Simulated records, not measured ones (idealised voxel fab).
process module | voxel ribs on slabs
Square cells of 5 nm make up the cross-section cut, whose width is 150 nm.
Bands, listed from the top down, are how a cross-section gets written in this document; the cross-section itself is a grid of square cells, and a band is one or more rows of them. Band entry format. Leading values: height of top, height of bottom, nm. Remainder: materials in left-to-right order, each with its width in nm. Special words: "all across" on a single material, which then fills the band edge to edge; "empty", empty space. For the purposes of this specification, 0 denotes the height below which the wafer in its as-received condition is composed wholly of one material, and the lowermost band, lacking a lower limit, extends downward without end, as expressed in "0..down". When a width is written as two numbers, as in "30 to 40", the first number is the width in the top row of cells of the band and the second is the width in its bottom row, and the width changes by the same amount from each row to the next. "stayed the same", as given for a step, is the statement that not any cell of the cross-section underwent a change during that step. "Closed void inventory" enumerates empty spaces isolated from the top, with no open way to it, that contain at least 8 cells, giving each as width x height at distance from the left edge, all three in nm. On each step's line, the part that comes after the settings is the simulator's own comment on the step. The "overlay nm" setting may appear on a step's line; for a step that uses a mask, it gives how far to the right of its planned position the mask lay, and a negative value indicates the left.

### Process steps - plan
step 1: RECEIVE,material Si
step 2: DIRECTIONAL_DEP,material SiO2,thk nm 25
step 3: DIRECTIONAL_DEP,material polySi,thk nm 25
step 4: MASKED_ETCH,tone cover,mask id RIB,width nm 20,etch materials polySi,depth nm 5,overlay nm 0
step 5: MASKED_ETCH,tone cover,mask id SLAB,width nm 50,etch materials polySi,depth nm 20,overlay nm 0
step 6: FILL_DEP,material SiO2,thk nm 25
step 7: CMP,height nm 65
step 8: DIRECTIONAL_DEP,material W,thk nm 5
step 9: DIRECTIONAL_DEP,material aC,thk nm 10
step 10: PATTERN,tone cover,mask id HEATER,material resist,width nm 30,thk nm 25,overlay nm 0
step 11: DIRECTIONAL_ETCH,etch materials aC,depth nm 10
step 12: STRIP,etch materials resist
step 13: DIRECTIONAL_ETCH,etch materials W,depth nm 5
step 14: STRIP,etch materials aC
step 15: CONFORMAL_DEP,material SiN,thk nm 5
Where the wafers of this document differ is in the thk nm of step 15; they start out the same, and the plan states the value that applied to the first wafer.

### First wafer of several, as received: cross-section after step 1
	0..down = Si all across
	Closed void inventory: none

### Here is the cross-section of the first of several wafers at the end of the module, after its last step, step 15
	75..70 = empty: 55 | SiN: 40 | empty: 55
	70..65 = SiN: 60 | W: 30 | SiN: 60
	65..50 = SiO2 all across
	50..45 = SiO2: 65 | polySi: 20 | SiO2: 65
	45..25 = SiO2: 50 | polySi: 50 | SiO2: 50
	25..0 = SiO2 all across
	0..down = Si all across
	Closed void inventory: none

### The module's end: a cross-section of the last wafer
	90..85 = empty: 40 | SiN: 70 | empty: 40
	85..70 = SiN all across
	70..65 = SiN: 60 | W: 30 | SiN: 60
	65..50 = SiO2 all across
	50..45 = SiO2: 65 | polySi: 20 | SiO2: 65
	45..25 = SiO2: 50 | polySi: 50 | SiO2: 50
	25..0 = SiO2 all across
	0..down = Si all across
	Closed void inventory: none

### Note: the following table is arranged by wafer, a row apiece. Each row reports the end-of-module state: per material, cells gained (+) or cells lost (-) compared with the wafer as received; closed voids follow
thk nm 5; +32 SiN; +346 SiO2; +6 W; +44 polySi; Closed void inventory: none
thk nm 10; +64 SiN; +346 SiO2; +6 W; +44 polySi; Closed void inventory: none
thk nm 15; +96 SiN; +346 SiO2; +6 W; +44 polySi; Closed void inventory: none
thk nm 20; +128 SiN; +346 SiO2; +6 W; +44 polySi; Closed void inventory: none
